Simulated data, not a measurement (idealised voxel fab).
process module | voxel capacitor over wiring
cross-section cut | 175 nm wide | cells 5 nm
A cross-section is a grid of square cells, given in bands from the top down. A band is one or more rows of cells.
Each band's line starts with the height of the band's top and of its bottom, in nm. Then come its materials from left to right, each with its width in nm. One material with "throughout" fills the band from edge to edge. "air" is empty space.
Height 0 is the level under which the wafer as received is all one material. The lowest band goes on downwards, as in "0 down".
A width such as "30 to 40" changes by the same amount from each row of cells to the next, from the band's top row to its bottom row.
"no change" after a step means that no cell of the cross-section changed.
closed voids: empty space of 8 cells or more with no open way to the top, each as width x height at its distance from the left edge, in nm
after a step's settings: what the simulator itself notes on the step
overlay nm, on a step with a mask: how far to the right of its planned place the mask lay; to the left if negative
plan
1 op RECEIVE | material Si
2 op CONFORMAL_DEP | material SiO2 | thk nm 15
3 op DIRECTIONAL_DEP | material TiN | thk nm 5
4 op DIRECTIONAL_DEP | material Ru | thk nm 20
5 op DIRECTIONAL_DEP | material aC | thk nm 15
6 op PATTERN | tone cover | mask id METAL_1 | material resist | width nm 30 | pitch nm 80 | thk nm 35 | overlay nm 0
7 op DIRECTIONAL_ETCH | etch materials aC | depth nm 15
8 op STRIP | etch materials resist
9 op DIRECTIONAL_ETCH | etch materials Ru | depth nm 20
10 op DIRECTIONAL_ETCH | etch materials TiN | depth nm 5
11 op STRIP | etch materials aC
12 op FILL_DEP | material lowk | thk nm 5
13 op CMP | height nm 40
14 op CONFORMAL_DEP | material SiCN | thk nm 5
15 op DIRECTIONAL_DEP | material lowk | thk nm 20
16 op DIRECTIONAL_DEP | material aC | thk nm 10
17 op PATTERN | tone open | mask id PLUG_1 | material resist | width nm 15 | thk nm 25 | overlay nm 0
18 op DIRECTIONAL_ETCH | etch materials aC | depth nm 10
19 op STRIP | etch materials resist
20 op DIRECTIONAL_ETCH | etch materials lowk | depth nm 20
21 op DIRECTIONAL_ETCH | etch materials SiCN | depth nm 5
22 op STRIP | etch materials aC
23 op CONFORMAL_DEP | material TiN | thk nm 5
24 op FILL_DEP | material Ru | thk nm 5
25 op CMP | height nm 65
26 op DIRECTIONAL_DEP | material TiN | thk nm 10
27 op DIRECTIONAL_DEP | material SiN | thk nm 5
28 op DIRECTIONAL_DEP | material TiN | thk nm 10
29 op DIRECTIONAL_DEP | material aC | thk nm 15
30 op PATTERN | tone cover | mask id UPPER_PLATE | material resist | width nm 55 | thk nm 30 | overlay nm 0
31 op DIRECTIONAL_ETCH | etch materials aC | depth nm 15
32 op STRIP | etch materials resist
33 op DIRECTIONAL_ETCH | etch materials TiN | depth nm 10
34 op DIRECTIONAL_ETCH | etch materials SiN | depth nm 5
35 op STRIP | etch materials aC
36 op DIRECTIONAL_DEP | material aC | thk nm 10
37 op PATTERN | tone cover | mask id LOWER_PLATE | material resist | width nm 65 | thk nm 30 | overlay nm 0
38 op DIRECTIONAL_ETCH | etch materials aC | depth nm 10
39 op STRIP | etch materials resist
40 op DIRECTIONAL_ETCH | etch materials TiN | depth nm 10
41 op STRIP | etch materials aC
42 op FILL_DEP | material SiO2 | thk nm 20
43 op CMP | height nm 105
44 op MASKED_ETCH | tone open | mask id PLUG_2 | width nm 15 | etch materials SiO2 | depth nm 15 | overlay nm 0
45 op CONFORMAL_DEP | material TiN | thk nm 5
46 op FILL_DEP | material Ru | thk nm 5
47 op CMP | height nm 105
48 op CONFORMAL_DEP | material SiCN | thk nm 5
as received, after step 1
  0 down: Si throughout
  closed voids: none
first wafer at the end, as planned
  110 to 105: SiCN throughout
  105 to 95: SiO2 55 | TiN 5 | Ru 5 | TiN 5 | SiO2 105
  95 to 90: SiO2 55 | TiN 15 | SiO2 105
  90 to 80: SiO2 45 | TiN 55 | SiO2 75
  80 to 75: SiO2 45 | SiN 55 | SiO2 75
  75 to 65: SiO2 40 | TiN 65 | SiO2 70
  65 to 45: lowk 45 | TiN 5 | Ru 5 | TiN 5 | lowk 115
  45 to 40: SiCN 45 | TiN 15 | SiCN 115
  40 to 20: lowk 30 | Ru 30 | lowk 50 | Ru 30 | lowk 35
  20 to 15: lowk 30 | TiN 30 | lowk 50 | TiN 30 | lowk 35
  15 to 0: SiO2 throughout
  0 down: Si throughout
  closed voids: none
second wafer at the end: like start, like plan, one mistake
  110 to 105: SiCN throughout
  105 to 95: SiO2 55 | TiN 5 | Ru 5 | TiN 5 | SiO2 105
  95 to 90: SiO2 55 | TiN 15 | SiO2 105
  90 to 80: SiO2 45 | TiN 55 | SiO2 75
  80 to 75: SiO2 45 | SiN 55 | SiO2 75
  75 to 70: SiO2 40 | TiN 65 | SiO2 70
  70 to 65: TiN throughout
  65 to 45: lowk 45 | TiN 5 | Ru 5 | TiN 5 | lowk 115
  45 to 40: SiCN 45 | TiN 15 | SiCN 115
  40 to 20: lowk 30 | Ru 30 | lowk 50 | Ru 30 | lowk 35
  20 to 15: lowk 30 | TiN 30 | lowk 50 | TiN 30 | lowk 35
  15 to 0: SiO2 throughout
  0 down: Si throughout
  closed voids: none
what went wrong: step 40 ran as: op DIRECTIONAL_ETCH | etch materials TiN | depth nm 5
at the end the second wafer has, in cells: 22 fewer of SiO2 | 22 more of TiN
